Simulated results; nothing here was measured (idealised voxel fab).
Proc. module: voxel self aligned contacts
In the cross-section labelled cut, the width is 185 nm and each square cell is 5 nm.
Cross-section layout: square cells on a grid; listed as bands, top to bottom; a band spans one or more cell rows.
Each band's line starts with the height of the band's top and of its bottom, in nm. Then come its materials from left to right, each with its width in nm. One material with "everywhere" fills the band from edge to edge. "blank" is empty space.
Note: height 0 marks the level under which the wafer is uniformly one material as received. Lowest band unbounded below, written "0..down".
Top row gets the first number, bottom row gets the second, and each row in between changes by the same step: that is how a band width like "30..40" works.
When a step is marked "no alteration", none of the cells in the cross-section changed during that step.
"Closed empty spaces" - sealed voids, min. 8 cells, no opening to top; format: width x height at distance (distance from left edge; nm throughout).
Step line, after settings: the simulator's comment on this step.
The line of a step may include "overlay nm". On a step with a mask, this value is how far to the right of its planned place the mask lay. A negative value means the mask lay to the left.

Planned step list for the process
- 1: RECEIVE with material Si
- 2: CONFORMAL_DEP with material SiO2, thk nm 5
- 3: DIRECTIONAL_DEP with material polySi, thk nm 20
- 4: DIRECTIONAL_DEP with material SiN, thk nm 15
- 5: PATTERN with tone cover, mask id GATE, material resist, width nm 30, pitch nm 60, thk nm 15, overlay nm 0
- 6: DIRECTIONAL_ETCH with etch materials SiN, depth nm 15
- 7: DIRECTIONAL_ETCH with etch materials polySi, depth nm 20
- 8: STRIP with etch materials resist
- 9: CONFORMAL_DEP with material SiN, thk nm 5
- 10: DIRECTIONAL_ETCH with etch materials SiN, depth nm 5
- 11: FILL_DEP with material SiO2, thk nm 15
- 12: CMP with height nm 45
- 13: MASKED_ETCH with tone open, mask id CONTACT, width nm 40, pitch nm 60, etch materials SiO2, depth nm 45, overlay nm 0
- 14: CONFORMAL_DEP with material TiN, thk nm 5
- 15: FILL_DEP with material W, thk nm 5
- 16: CMP with height nm 45
- 17: CONFORMAL_DEP with material SiCN, thk nm 5

Cross-section of the wafer as it came to us, i.e., already through step 1
0..down  Si everywhere
Closed empty spaces: none

First of two wafers at the end of the module, shown in cross-section; run carried out as planned
50..45  SiCN everywhere
45..40  SiO2=40, then TiN=15, then W=10, then TiN=15, then SiO2=20, then TiN=15, then W=10, then TiN=15, then SiO2=45
40..25  SiO2=10, then SiN=40, then TiN=5, then W=10, then TiN=5, then SiN=40, then TiN=5, then W=10, then TiN=5, then SiN=40, then SiO2=15
25..5  SiO2=10, then SiN=5, then polySi=30, then SiN=5, then TiN=5, then W=10, then TiN=5, then SiN=5, then polySi=30, then SiN=5, then TiN=5, then W=10, then TiN=5, then SiN=5, then polySi=30, then SiN=5, then SiO2=15
5..0  SiO2=50, then TiN=20, then SiO2=40, then TiN=20, then SiO2=55
0..down  Si everywhere
Closed empty spaces: none

Wafer two, sectioned after the module: the first wafer's start, the first wafer's plan, and one mistake in how it was run
50..45  SiCN everywhere
45..35  SiO2=40, then TiN=5..10, then W=30..20, then TiN=5..10, then SiO2=20, then TiN=5..10, then W=30..20, then TiN=5..10, then SiO2=45
35..25  SiO2=15, then SiN=30, then TiN=5, then W=20, then TiN=5, then SiN=30, then TiN=5, then W=20, then TiN=5, then SiN=30, then SiO2=20
25..5  SiO2=15, then polySi=30, then TiN=5, then W=20, then TiN=5, then polySi=30, then TiN=5, then W=20, then TiN=5, then polySi=30, then SiO2=20
5..0  SiO2=45, then TiN=30, then SiO2=30, then TiN=30, then SiO2=50
0..down  Si everywhere
Closed empty spaces: none
Plan not followed: heads up, step 9 of the plan was skipped and never actually ran
Wrapping up, a cell-based count of both wafers puts the second over or under the first for these materials: SiN -60; SiO2 +24; W +36
